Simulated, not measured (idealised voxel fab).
Process module heading - voxel ribs on slabs
Pictured: cross-section cut, 275 nm wide, on a grid of 5 nm square cells.
Cross-section = grid of square cells, listed top down in bands; band = one or more rows.
Each band's line starts with the height of the band's top and of its bottom, in nm. Then come its materials from left to right, each with its width in nm. One material with "edge to edge" fills the band from edge to edge. "blank" is empty space.
Below 0: as-received wafer, all one material; heights counted from there. Lowest band: no bottom, goes on down, written "from 0 down".
Top row gets the first number, bottom row gets the second, and each row in between changes by the same step: that is how a band width like "30 to 40" works.
"no change" after a step means that no cell of the cross-section changed.
"Voids, fully enclosed" contains a list of empty spaces, each no smaller than 8 cells and without an open way to the top, written in the form width x height at distance with the distance from the left edge and all three in nm.
Anything after a step's settings on that line? It's the simulator's own note about the step.
overlay nm: step with mask; distance mask lay right of planned place; negative value = left of planned place.

**Listed below are the process steps as planned**
| 1 | RECEIVE (material Si) |
| 2 | DIRECTIONAL_DEP (material SiO2; thk nm 30) |
| 3 | DIRECTIONAL_DEP (material polySi; thk nm 25) |
| 4 | MASKED_ETCH (tone cover; mask id RIB; width nm 20; etch materials polySi; depth nm 5; overlay nm 0) |
| 5 | MASKED_ETCH (tone cover; mask id SLAB; width nm 80; etch materials polySi; depth nm 20; overlay nm 0) |
| 6 | FILL_DEP (material SiO2; thk nm 20) |
| 7 | CMP (height nm 70) |
| 8 | DIRECTIONAL_DEP (material TiN; thk nm 10) |
| 9 | MASKED_ETCH (tone cover; mask id HEATER; width nm 30; etch materials TiN; depth nm 10; overlay nm 0) |
| 10 | CONFORMAL_DEP (material SiN; thk nm 10) |

**First of two wafers, processed according to plan**

**Wafer at receipt (post step 1), cross-section**
	from 0 down = Si edge to edge
	Voids, fully enclosed: none

**Step 2 complete: cross-section through the wafer**
	from 30 to 0 = SiO2 edge to edge
	Whatever lies below 0 is exactly as it was before.

**Step 3 complete: cross-section through the wafer**
	from 55 to 30 = polySi edge to edge
	Whatever lies below 30 is exactly as it was before.

**Step 4 complete: cross-section through the wafer**
	from 55 to 50 = 125 blank; 20 polySi; 130 blank
	Whatever lies below 50 is exactly as it was before.

**Step 5 complete: cross-section through the wafer**
	from 55 to 50 = 125 blank; 20 polySi; 130 blank
	from 50 to 30 = 95 blank; 80 polySi; 100 blank
	Whatever lies below 30 is exactly as it was before.

**Step 6 complete: cross-section through the wafer**
	from 75 to 55 = SiO2 edge to edge
	from 55 to 50 = 125 SiO2; 20 polySi; 130 SiO2
	from 50 to 30 = 95 SiO2; 80 polySi; 100 SiO2
	Whatever lies below 30 is exactly as it was before.

**Step 7 complete: cross-section through the wafer**
	from 70 to 55 = SiO2 edge to edge
	Whatever lies below 55 is exactly as it was before.

**Step 8 complete: cross-section through the wafer**
	from 80 to 70 = TiN edge to edge
	Whatever lies below 70 is exactly as it was before.

**Step 9 complete: cross-section through the wafer**
	from 80 to 70 = 120 blank; 30 TiN; 125 blank
	Whatever lies below 70 is exactly as it was before.

**Step 10 complete: cross-section through the wafer**
	from 90 to 80 = 110 blank; 50 SiN; 115 blank
	from 80 to 70 = 120 SiN; 30 TiN; 125 SiN
	Whatever lies below 70 is exactly as it was before.

**Wafer two. Identical start, identical plan. One mistake in execution. Identical history through step 4**

**Second wafer, cut view, end of step 5 per plan**
	from 55 to 50 = 125 blank; 20 polySi; 130 blank
	from 50 to 30 = 90 blank; 90 polySi; 95 blank
	Whatever lies below 30 is exactly as it was before.

**Second wafer, cut view, end of step 6 per plan**
	from 75 to 55 = SiO2 edge to edge
	from 55 to 50 = 125 SiO2; 20 polySi; 130 SiO2
	from 50 to 30 = 90 SiO2; 90 polySi; 95 SiO2
	Whatever lies below 30 is exactly as it was before.

**Second wafer, cut view, end of step 7 per plan**
	from 70 to 55 = SiO2 edge to edge
	Whatever lies below 55 is exactly as it was before.

**Second wafer, cut view, end of step 8 per plan**
	from 80 to 70 = TiN edge to edge
	Whatever lies below 70 is exactly as it was before.

**Second wafer, cut view, end of step 9 per plan**
	from 80 to 70 = 120 blank; 30 TiN; 125 blank
	Whatever lies below 70 is exactly as it was before.

**Second wafer, cut view, end of step 10 per plan**
	from 90 to 80 = 110 blank; 50 SiN; 115 blank
	from 80 to 70 = 120 SiN; 30 TiN; 125 SiN
	Whatever lies below 70 is exactly as it was before.
Processing error: step 5 changed vs plan, executed as MASKED_ETCH (tone cover; mask id SLAB; width nm 90; etch materials polySi; depth nm 20; overlay nm 0)
Wafer comparison, final, in cells, second relative to first, materials more or fewer: SiO2: 8 fewer | polySi: 8 more
